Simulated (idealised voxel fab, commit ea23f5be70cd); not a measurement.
Process module in this document: voxel wiring stack
Cross-section cut: width 220 nm, square cells of 5 nm.
A cross-section in this document is a grid of square cells, and it is written down as bands, the top band listed before the ones below it; a band is made up of one or more rows of cells.
This entry defines a band. It first specifies the height of the band's top and the height of its bottom in nm, and then specifies the band's materials from left to right, stating each material with its width in nm. The word "throughout" identifies a single material that fills the band from edge to edge, while the word "blank" identifies empty space.
Counting heights begins at 0, where everything beneath is, in the wafer as received, one material. The lowest band has no bottom; it goes on downwards, as "0..down" shows.
A width such as "30->40" changes by the same amount from each row of cells to the next, from the band's top row to its bottom row.
A step reported as "changes: none" is a step in which no cell of the cross-section changed.
Entry "Closed void inventory". Content: empty spaces with no open connection to the top, size 8 cells or greater. Each: width x height at distance. Distance: from left edge. Unit: nm.
Anything after a step's settings on that line? It's the simulator's own note about the step.
Among the settings permitted on a step's line is "overlay nm"; applied to a step with a mask, it specifies the extent to which the mask lay to the right of its planned position, whereas a negative figure signifies a position to the left.

### The planned process steps are enumerated hereunder
1 RECEIVE | material Si
2 CONFORMAL_DEP | material SiO2 | thk nm 10
3 DIRECTIONAL_DEP | material TiN | thk nm 5
4 DIRECTIONAL_DEP | material Ru | thk nm 15
5 MASKED_ETCH | tone cover | mask id METAL_1 | width nm 30 | pitch nm 50 | etch materials Ru | depth nm 15 | overlay nm 0
6 MASKED_ETCH | tone cover | mask id METAL_1 | width nm 30 | pitch nm 50 | etch materials TiN | depth nm 5 | overlay nm 0
7 FILL_DEP | material lowk | thk nm 5
8 CMP | height nm 30
9 CONFORMAL_DEP | material SiCN | thk nm 5
10 DIRECTIONAL_DEP | material lowk | thk nm 10
11 MASKED_ETCH | tone open | mask id PLUG_1 | width nm 15 | pitch nm 50 | etch materials lowk | depth nm 10 | overlay nm 0
12 MASKED_ETCH | tone open | mask id PLUG_1 | width nm 15 | pitch nm 50 | etch materials SiCN | depth nm 5 | overlay nm 0
13 EPI | material Ru | thk nm 10
14 EPI | material Ru | thk nm 5
15 DIRECTIONAL_DEP | material TiN | thk nm 5
16 DIRECTIONAL_DEP | material Ru | thk nm 20
17 DIRECTIONAL_DEP | material aC | thk nm 10
18 PATTERN | tone cover | mask id METAL_2 | material resist | width nm 30 | pitch nm 50 | thk nm 30 | overlay nm 0
19 DIRECTIONAL_ETCH | etch materials aC | depth nm 10
20 STRIP | etch materials resist
21 DIRECTIONAL_ETCH | etch materials Ru | depth nm 20
22 DIRECTIONAL_ETCH | etch materials TiN | depth nm 5
23 STRIP | etch materials aC
24 CONFORMAL_DEP | material SiN | thk nm 5
25 FILL_DEP | material SiO2 | thk nm 5
26 CMP | height nm 70
27 CONFORMAL_DEP | material SiCN | thk nm 5
28 DIRECTIONAL_DEP | material lowk | thk nm 20
29 PATTERN | tone open | mask id PLUG_2 | material resist | width nm 15 | pitch nm 50 | thk nm 20 | overlay nm 0
30 DIRECTIONAL_ETCH | etch materials lowk | depth nm 20
31 DIRECTIONAL_ETCH | etch materials SiCN | depth nm 5
32 STRIP | etch materials resist
33 EPI | material Ru | thk nm 10
34 EPI | material Ru | thk nm 10
35 EPI | material Ru | thk nm 5
36 CONFORMAL_DEP | material SiCN | thk nm 5
37 DIRECTIONAL_DEP | material lowk | thk nm 25
38 MASKED_ETCH | tone open | mask id METAL_3 | width nm 30 | pitch nm 50 | etch materials lowk | depth nm 25 | overlay nm 0
39 MASKED_ETCH | tone open | mask id METAL_3 | width nm 30 | pitch nm 50 | etch materials SiCN | depth nm 5 | overlay nm 0
40 CONFORMAL_DEP | material TiN | thk nm 5
41 FILL_DEP | material W | thk nm 5
42 CMP | height nm 125
43 EPI | material Ru | thk nm 5
44 FILL_DEP | material SiCN | thk nm 5

### The first of two wafers, run as planned

### Wafer cross-section on receipt, i.e. after step 1
> 0..down | Si throughout
> Closed void inventory: none

### After step 2: wafer cross-section
> 10..0 | SiO2 throughout
> Rest of section, below 0: as before.

### After step 3: wafer cross-section
> 15..10 | TiN throughout
> Rest of section, below 10: as before.

### After step 4: wafer cross-section
> 30..15 | Ru throughout
> Rest of section, below 15: as before.

### After step 5: wafer cross-section
> 30..15 | blank: 45 / Ru: 30 / blank: 20 / Ru: 30 / blank: 20 / Ru: 30 / blank: 45
> Rest of section, below 15: as before.

### After step 6: wafer cross-section
> 30..15 | blank: 45 / Ru: 30 / blank: 20 / Ru: 30 / blank: 20 / Ru: 30 / blank: 45
> 15..10 | blank: 45 / TiN: 30 / blank: 20 / TiN: 30 / blank: 20 / TiN: 30 / blank: 45
> Rest of section, below 10: as before.

### After step 7: wafer cross-section
> 35..30 | lowk throughout
> 30..15 | lowk: 45 / Ru: 30 / lowk: 20 / Ru: 30 / lowk: 20 / Ru: 30 / lowk: 45
> 15..10 | lowk: 45 / TiN: 30 / lowk: 20 / TiN: 30 / lowk: 20 / TiN: 30 / lowk: 45
> Rest of section, below 10: as before.

### After step 8: wafer cross-section
> 30..15 | lowk: 45 / Ru: 30 / lowk: 20 / Ru: 30 / lowk: 20 / Ru: 30 / lowk: 45
> Rest of section, below 15: as before.

### After step 9: wafer cross-section
> 35..30 | SiCN throughout
> Rest of section, below 30: as before.

### After step 10: wafer cross-section
> 45..35 | lowk throughout
> Rest of section, below 35: as before.

### After step 11: wafer cross-section
> 45..35 | lowk: 45 / blank: 15 / lowk: 35 / blank: 15 / lowk: 35 / blank: 15 / lowk: 60
> Rest of section, below 35: as before.

### After step 12: wafer cross-section
> 45..35 | lowk: 45 / blank: 15 / lowk: 35 / blank: 15 / lowk: 35 / blank: 15 / lowk: 60
> 35..30 | SiCN: 45 / blank: 15 / SiCN: 35 / blank: 15 / SiCN: 35 / blank: 15 / SiCN: 60
> Rest of section, below 30: as before.

### After step 13: wafer cross-section
> 45..40 | lowk: 45 / blank: 15 / lowk: 35 / blank: 15 / lowk: 35 / blank: 15 / lowk: 60
> 40..35 | lowk: 45 / Ru: 15 / lowk: 35 / Ru: 15 / lowk: 35 / Ru: 15 / lowk: 60
> 35..30 | SiCN: 45 / Ru: 15 / SiCN: 35 / Ru: 15 / SiCN: 35 / Ru: 15 / SiCN: 60
> Rest of section, below 30: as before.

### After step 14: wafer cross-section
> 45..35 | lowk: 45 / Ru: 15 / lowk: 35 / Ru: 15 / lowk: 35 / Ru: 15 / lowk: 60
> Rest of section, below 35: as before.

### After step 15: wafer cross-section
> 50..45 | TiN throughout
> Rest of section, below 45: as before.

### After step 16: wafer cross-section
> 70..50 | Ru throughout
> Rest of section, below 50: as before.

### After step 17: wafer cross-section
> 80..70 | aC throughout
> Rest of section, below 70: as before.

### After step 18: wafer cross-section
> 110..80 | blank: 45 / resist: 30 / blank: 20 / resist: 30 / blank: 20 / resist: 30 / blank: 45
> Rest of section, below 80: as before.

### After step 19: wafer cross-section
> 100..80 | blank: 45 / resist: 30 / blank: 20 / resist: 30 / blank: 20 / resist: 30 / blank: 45
> 80..70 | blank: 45 / aC: 30 / blank: 20 / aC: 30 / blank: 20 / aC: 30 / blank: 45
> Rest of section, below 70: as before.

### After step 20: wafer cross-section
> 80..70 | blank: 45 / aC: 30 / blank: 20 / aC: 30 / blank: 20 / aC: 30 / blank: 45
> Rest of section, below 70: as before.

### After step 21: wafer cross-section
> 80..70 | blank: 45 / aC: 30 / blank: 20 / aC: 30 / blank: 20 / aC: 30 / blank: 45
> 70..50 | blank: 45 / Ru: 30 / blank: 20 / Ru: 30 / blank: 20 / Ru: 30 / blank: 45
> Rest of section, below 50: as before.

### After step 22: wafer cross-section
> 80..70 | blank: 45 / aC: 30 / blank: 20 / aC: 30 / blank: 20 / aC: 30 / blank: 45
> 70..50 | blank: 45 / Ru: 30 / blank: 20 / Ru: 30 / blank: 20 / Ru: 30 / blank: 45
> 50..45 | blank: 45 / TiN: 30 / blank: 20 / TiN: 30 / blank: 20 / TiN: 30 / blank: 45
> Rest of section, below 45: as before.

### After step 23: wafer cross-section
> 70..50 | blank: 45 / Ru: 30 / blank: 20 / Ru: 30 / blank: 20 / Ru: 30 / blank: 45
> Rest of section, below 50: as before.

### After step 24: wafer cross-section
> 75..70 | blank: 40 / SiN: 40 / blank: 10 / SiN: 40 / blank: 10 / SiN: 40 / blank: 40
> 70..50 | blank: 40 / SiN: 5 / Ru: 30 / SiN: 5 / blank: 10 / SiN: 5 / Ru: 30 / SiN: 5 / blank: 10 / SiN: 5 / Ru: 30 / SiN: 5 / blank: 40
> 50..45 | SiN: 45 / TiN: 30 / SiN: 20 / TiN: 30 / SiN: 20 / TiN: 30 / SiN: 45
> Rest of section, below 45: as before.

### After step 25: wafer cross-section
> 80..75 | SiO2 throughout
> 75..70 | SiO2: 40 / SiN: 40 / SiO2: 10 / SiN: 40 / SiO2: 10 / SiN: 40 / SiO2: 40
> 70..50 | SiO2: 40 / SiN: 5 / Ru: 30 / SiN: 5 / SiO2: 10 / SiN: 5 / Ru: 30 / SiN: 5 / SiO2: 10 / SiN: 5 / Ru: 30 / SiN: 5 / SiO2: 40
> Rest of section, below 50: as before.

### After step 26: wafer cross-section
> 70..50 | SiO2: 40 / SiN: 5 / Ru: 30 / SiN: 5 / SiO2: 10 / SiN: 5 / Ru: 30 / SiN: 5 / SiO2: 10 / SiN: 5 / Ru: 30 / SiN: 5 / SiO2: 40
> Rest of section, below 50: as before.

### After step 27: wafer cross-section
> 75..70 | SiCN throughout
> Rest of section, below 70: as before.

### After step 28: wafer cross-section
> 95..75 | lowk throughout
> Rest of section, below 75: as before.

### After step 29: wafer cross-section
> 115..95 | resist: 45 / blank: 15 / resist: 35 / blank: 15 / resist: 35 / blank: 15 / resist: 60
> Rest of section, below 95: as before.

### After step 30: wafer cross-section
> 115..95 | resist: 45 / blank: 15 / resist: 35 / blank: 15 / resist: 35 / blank: 15 / resist: 60
> 95..75 | lowk: 45 / blank: 15 / lowk: 35 / blank: 15 / lowk: 35 / blank: 15 / lowk: 60
> Rest of section, below 75: as before.

### After step 31: wafer cross-section
> 115..95 | resist: 45 / blank: 15 / resist: 35 / blank: 15 / resist: 35 / blank: 15 / resist: 60
> 95..75 | lowk: 45 / blank: 15 / lowk: 35 / blank: 15 / lowk: 35 / blank: 15 / lowk: 60
> 75..70 | SiCN: 45 / blank: 15 / SiCN: 35 / blank: 15 / SiCN: 35 / blank: 15 / SiCN: 60
> Rest of section, below 70: as before.

### After step 32: wafer cross-section
> 95..75 | lowk: 45 / blank: 15 / lowk: 35 / blank: 15 / lowk: 35 / blank: 15 / lowk: 60
> Rest of section, below 75: as before.

### After step 33: wafer cross-section
> 95..80 | lowk: 45 / blank: 15 / lowk: 35 / blank: 15 / lowk: 35 / blank: 15 / lowk: 60
> 80..75 | lowk: 45 / Ru: 15 / lowk: 35 / Ru: 15 / lowk: 35 / Ru: 15 / lowk: 60
> 75..70 | SiCN: 45 / Ru: 15 / SiCN: 35 / Ru: 15 / SiCN: 35 / Ru: 15 / SiCN: 60
> Rest of section, below 70: as before.

### After step 34: wafer cross-section
> 95..90 | lowk: 45 / blank: 15 / lowk: 35 / blank: 15 / lowk: 35 / blank: 15 / lowk: 60
> 90..75 | lowk: 45 / Ru: 15 / lowk: 35 / Ru: 15 / lowk: 35 / Ru: 15 / lowk: 60
> Rest of section, below 75: as before.

### After step 35: wafer cross-section
> 95..75 | lowk: 45 / Ru: 15 / lowk: 35 / Ru: 15 / lowk: 35 / Ru: 15 / lowk: 60
> Rest of section, below 75: as before.

### After step 36: wafer cross-section
> 100..95 | SiCN throughout
> Rest of section, below 95: as before.

### After step 37: wafer cross-section
> 125..100 | lowk throughout
> Rest of section, below 100: as before.

### After step 38: wafer cross-section
> 125..100 | lowk: 45 / blank: 30 / lowk: 20 / blank: 30 / lowk: 20 / blank: 30 / lowk: 45
> Rest of section, below 100: as before.

### After step 39: wafer cross-section
> 125..100 | lowk: 45 / blank: 30 / lowk: 20 / blank: 30 / lowk: 20 / blank: 30 / lowk: 45
> 100..95 | SiCN: 45 / blank: 30 / SiCN: 20 / blank: 30 / SiCN: 20 / blank: 30 / SiCN: 45
> Rest of section, below 95: as before.

### After step 40: wafer cross-section
> 130..125 | TiN: 50 / blank: 20 / TiN: 30 / blank: 20 / TiN: 30 / blank: 20 / TiN: 50
> 125..100 | lowk: 45 / TiN: 5 / blank: 20 / TiN: 5 / lowk: 20 / TiN: 5 / blank: 20 / TiN: 5 / lowk: 20 / TiN: 5 / blank: 20 / TiN: 5 / lowk: 45
> 100..95 | SiCN: 45 / TiN: 30 / SiCN: 20 / TiN: 30 / SiCN: 20 / TiN: 30 / SiCN: 45
> Rest of section, below 95: as before.

### After step 41: wafer cross-section
> 135..130 | W throughout
> 130..125 | TiN: 50 / W: 20 / TiN: 30 / W: 20 / TiN: 30 / W: 20 / TiN: 50
> 125..100 | lowk: 45 / TiN: 5 / W: 20 / TiN: 5 / lowk: 20 / TiN: 5 / W: 20 / TiN: 5 / lowk: 20 / TiN: 5 / W: 20 / TiN: 5 / lowk: 45
> Rest of section, below 100: as before.

### After step 42: wafer cross-section
> 125..100 | lowk: 45 / TiN: 5 / W: 20 / TiN: 5 / lowk: 20 / TiN: 5 / W: 20 / TiN: 5 / lowk: 20 / TiN: 5 / W: 20 / TiN: 5 / lowk: 45
> Rest of section, below 100: as before.

### After step 43: wafer cross-section
> 130..125 | blank: 40 / Ru: 40 / blank: 10 / Ru: 40 / blank: 10 / Ru: 40 / blank: 40
> Rest of section, below 125: as before.

### After step 44: wafer cross-section
> 135..130 | SiCN throughout
> 130..125 | SiCN: 40 / Ru: 40 / SiCN: 10 / Ru: 40 / SiCN: 10 / Ru: 40 / SiCN: 40
> Rest of section, below 125: as before.

### What follows concerns the second wafer, which started out like the first and was meant to follow the very same plan; one mistake crept in when it was run, but everything up to and including step 27 is the same as for the first wafer

### Cross-section of the second wafer when, according to plan, step 28 should have finished
> 90..75 | lowk throughout
> Rest of section, below 75: as before.

### Cross-section of the second wafer when, according to plan, step 29 should have finished
> 110..90 | resist: 45 / blank: 15 / resist: 35 / blank: 15 / resist: 35 / blank: 15 / resist: 60
> Rest of section, below 90: as before.

### Cross-section of the second wafer when, according to plan, step 30 should have finished
> 110..90 | resist: 45 / blank: 15 / resist: 35 / blank: 15 / resist: 35 / blank: 15 / resist: 60
> 90..75 | lowk: 45 / blank: 15 / lowk: 35 / blank: 15 / lowk: 35 / blank: 15 / lowk: 60
> Rest of section, below 75: as before.

### Cross-section of the second wafer when, according to plan, step 31 should have finished
> 110..90 | resist: 45 / blank: 15 / resist: 35 / blank: 15 / resist: 35 / blank: 15 / resist: 60
> 90..75 | lowk: 45 / blank: 15 / lowk: 35 / blank: 15 / lowk: 35 / blank: 15 / lowk: 60
> 75..70 | SiCN: 45 / blank: 15 / SiCN: 35 / blank: 15 / SiCN: 35 / blank: 15 / SiCN: 60
> Rest of section, below 70: as before.

### Cross-section of the second wafer when, according to plan, step 32 should have finished
> 90..75 | lowk: 45 / blank: 15 / lowk: 35 / blank: 15 / lowk: 35 / blank: 15 / lowk: 60
> Rest of section, below 75: as before.

### Cross-section of the second wafer when, according to plan, step 33 should have finished
> 90..80 | lowk: 45 / blank: 15 / lowk: 35 / blank: 15 / lowk: 35 / blank: 15 / lowk: 60
> 80..75 | lowk: 45 / Ru: 15 / lowk: 35 / Ru: 15 / lowk: 35 / Ru: 15 / lowk: 60
> 75..70 | SiCN: 45 / Ru: 15 / SiCN: 35 / Ru: 15 / SiCN: 35 / Ru: 15 / SiCN: 60
> Rest of section, below 70: as before.

### Cross-section of the second wafer when, according to plan, step 34 should have finished
> 90..75 | lowk: 45 / Ru: 15 / lowk: 35 / Ru: 15 / lowk: 35 / Ru: 15 / lowk: 60
> Rest of section, below 75: as before.

### Cross-section of the second wafer when, according to plan, step 35 should have finished
> 95..90 | blank: 40 / Ru: 25 / blank: 25 / Ru: 25 / blank: 25 / Ru: 25 / blank: 55
> Rest of section, below 90: as before.

### Cross-section of the second wafer when, according to plan, step 36 should have finished
> 100..95 | blank: 35 / SiCN: 35 / blank: 15 / SiCN: 35 / blank: 15 / SiCN: 35 / blank: 50
> 95..90 | SiCN: 40 / Ru: 25 / SiCN: 25 / Ru: 25 / SiCN: 25 / Ru: 25 / SiCN: 55
> Rest of section, below 90: as before.

### Cross-section of the second wafer when, according to plan, step 37 should have finished
> 125..120 | blank: 35 / lowk: 35 / blank: 15 / lowk: 35 / blank: 15 / lowk: 35 / blank: 50
> 120..100 | lowk throughout
> 100..95 | lowk: 35 / SiCN: 35 / lowk: 15 / SiCN: 35 / lowk: 15 / SiCN: 35 / lowk: 50
> Rest of section, below 95: as before.

### Cross-section of the second wafer when, according to plan, step 38 should have finished
> 125..120 | blank: 35 / lowk: 10 / blank: 40 / lowk: 10 / blank: 40 / lowk: 10 / blank: 75
> 120..100 | lowk: 45 / blank: 30 / lowk: 20 / blank: 30 / lowk: 20 / blank: 30 / lowk: 45
> 100..95 | lowk: 35 / SiCN: 35 / blank: 5 / lowk: 10 / SiCN: 35 / blank: 5 / lowk: 10 / SiCN: 35 / blank: 5 / lowk: 45
> Rest of section, below 95: as before.

### Cross-section of the second wafer when, according to plan, step 39 should have finished
> 125..120 | blank: 35 / lowk: 10 / blank: 40 / lowk: 10 / blank: 40 / lowk: 10 / blank: 75
> 120..100 | lowk: 45 / blank: 30 / lowk: 20 / blank: 30 / lowk: 20 / blank: 30 / lowk: 45
> 100..95 | lowk: 35 / SiCN: 10 / blank: 30 / lowk: 10 / SiCN: 10 / blank: 30 / lowk: 10 / SiCN: 10 / blank: 30 / lowk: 45
> 95..90 | SiCN: 40 / Ru: 25 / SiCN: 5 / blank: 5 / SiCN: 15 / Ru: 25 / SiCN: 5 / blank: 5 / SiCN: 15 / Ru: 25 / SiCN: 5 / blank: 5 / SiCN: 45
> Rest of section, below 90: as before.

### Cross-section of the second wafer when, according to plan, step 40 should have finished
> 130..125 | blank: 30 / TiN: 20 / blank: 30 / TiN: 20 / blank: 30 / TiN: 20 / blank: 70
> 125..120 | TiN: 35 / lowk: 10 / TiN: 5 / blank: 20 / TiN: 15 / lowk: 10 / TiN: 5 / blank: 20 / TiN: 15 / lowk: 10 / TiN: 5 / blank: 20 / TiN: 50
> 120..100 | lowk: 45 / TiN: 5 / blank: 20 / TiN: 5 / lowk: 20 / TiN: 5 / blank: 20 / TiN: 5 / lowk: 20 / TiN: 5 / blank: 20 / TiN: 5 / lowk: 45
> 100..95 | lowk: 35 / SiCN: 10 / TiN: 30 / lowk: 10 / SiCN: 10 / TiN: 30 / lowk: 10 / SiCN: 10 / TiN: 30 / lowk: 45
> 95..90 | SiCN: 40 / Ru: 25 / SiCN: 5 / TiN: 5 / SiCN: 15 / Ru: 25 / SiCN: 5 / TiN: 5 / SiCN: 15 / Ru: 25 / SiCN: 5 / TiN: 5 / SiCN: 45
> Rest of section, below 90: as before.

### Cross-section of the second wafer when, according to plan, step 41 should have finished
> 135..130 | W throughout
> 130..125 | W: 30 / TiN: 20 / W: 30 / TiN: 20 / W: 30 / TiN: 20 / W: 70
> 125..120 | TiN: 35 / lowk: 10 / TiN: 5 / W: 20 / TiN: 15 / lowk: 10 / TiN: 5 / W: 20 / TiN: 15 / lowk: 10 / TiN: 5 / W: 20 / TiN: 50
> 120..100 | lowk: 45 / TiN: 5 / W: 20 / TiN: 5 / lowk: 20 / TiN: 5 / W: 20 / TiN: 5 / lowk: 20 / TiN: 5 / W: 20 / TiN: 5 / lowk: 45
> Rest of section, below 100: as before.

### Cross-section of the second wafer when, according to plan, step 42 should have finished
> 125..120 | TiN: 35 / lowk: 10 / TiN: 5 / W: 20 / TiN: 15 / lowk: 10 / TiN: 5 / W: 20 / TiN: 15 / lowk: 10 / TiN: 5 / W: 20 / TiN: 50
> Rest of section, below 120: as before.

### Cross-section of the second wafer when, according to plan, step 43 should have finished
> 130..125 | Ru throughout
> Rest of section, below 125: as before.

### Cross-section of the second wafer when, according to plan, step 44 should have finished
> 135..130 | SiCN throughout
> Rest of section, below 130: as before.
what went wrong: planned and actual differ for step 28; actual: DIRECTIONAL_DEP | material lowk | thk nm 15
The final cell counts differ between the wafers, with the second having more or fewer of some materials than the first: Ru +26, SiCN -14, TiN +23, lowk -35
